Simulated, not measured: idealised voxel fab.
Title: Process Module voxel self aligned contacts
This is section cut - it's 180 nm across, gridded in 5 nm square cells.
A cross-section is a grid of square cells, given in bands from the top down. A band is one or more rows of cells.
First you get the band's top height and its bottom height, in nm, and then the materials it's made of, left to right, with each width in nm. If you see a single material with "edge to edge", that one covers the band edge to edge. "air" is empty space.
We count height from 0. Below that, the starting wafer is all one material. The lowest band never ends at the bottom but goes on down; see "0 nm and below" for how that is written.
Width "30->40": first value at the band's top row of cells, second value at its bottom row, equal change from row to row.
For the purposes of this document, the phrase "no change occurred" attached to a step denotes that no cell within the cross-section was modified by that step.
"Sealed void list" means: voids of 8 cells or more that are shut off from the top with no open way through. Written width x height at distance, distance from the left edge, in nm.
Heads up: the bit after the settings on a step's line is the simulator's remark on that step.
Steps that use a mask can have "overlay nm" on their line. It says how far the mask sat to the right of where it was meant to be. Negative means to the left.

The steps planned for the process are as follows
step 1: RECEIVE [material Si]
step 2: CONFORMAL_DEP [material SiO2] [thk nm 5]
step 3: DIRECTIONAL_DEP [material polySi] [thk nm 25]
step 4: DIRECTIONAL_DEP [material SiN] [thk nm 20]
step 5: PATTERN [tone cover] [mask id GATE] [material resist] [width nm 35] [pitch nm 70] [thk nm 15] [overlay nm 0]
step 6: DIRECTIONAL_ETCH [etch materials SiN] [depth nm 20]
step 7: DIRECTIONAL_ETCH [etch materials polySi] [depth nm 25]
step 8: STRIP [etch materials resist]
step 9: CONFORMAL_DEP [material SiN] [thk nm 5]
step 10: DIRECTIONAL_ETCH [etch materials SiN] [depth nm 5]
step 11: FILL_DEP [material SiO2] [thk nm 15]
step 12: CMP [height nm 60]
step 13: MASKED_ETCH [tone open] [mask id CONTACT] [width nm 55] [etch materials SiO2] [depth nm 60] [overlay nm 0]
step 14: CONFORMAL_DEP [material TiN] [thk nm 5]
step 15: FILL_DEP [material W] [thk nm 5]
step 16: CMP [height nm 60]
step 17: CONFORMAL_DEP [material SiN] [thk nm 5]

This is the cross-section of the wafer as we received it, i.e. after step 1
- 0 nm and below = Si edge to edge
- Sealed void list: none

Here's the wafer cut in cross-section after the module, started and planned just like above, except one thing was done wrong in the run
- 65 nm to 60 nm = SiN edge to edge
- 60 nm to 50 nm = 55 nm SiO2; 5->25 nm TiN; 45->15 nm W; 5->15 nm TiN; 70 nm SiO2
- 50 nm to 30 nm = 30 nm SiO2; 45 nm SiN; 5 nm TiN; 15 nm W; 5 nm TiN; 45 nm SiN; 35 nm SiO2
- 30 nm to 5 nm = 30 nm SiO2; 5 nm SiN; 35 nm polySi; 5 nm SiN; 5 nm TiN; 15 nm W; 5 nm TiN; 5 nm SiN; 35 nm polySi; 5 nm SiN; 35 nm SiO2
- 5 nm to 0 nm = 75 nm SiO2; 25 nm TiN; 80 nm SiO2
- 0 nm and below = Si edge to edge
- Sealed void list: none
Error vs. plan: for step 13, the planned setting was not used; the step was instead run as MASKED_ETCH [tone open] [mask id CONTACT] [width nm 55] [etch materials SiO2] [depth nm 60] [overlay nm -5]
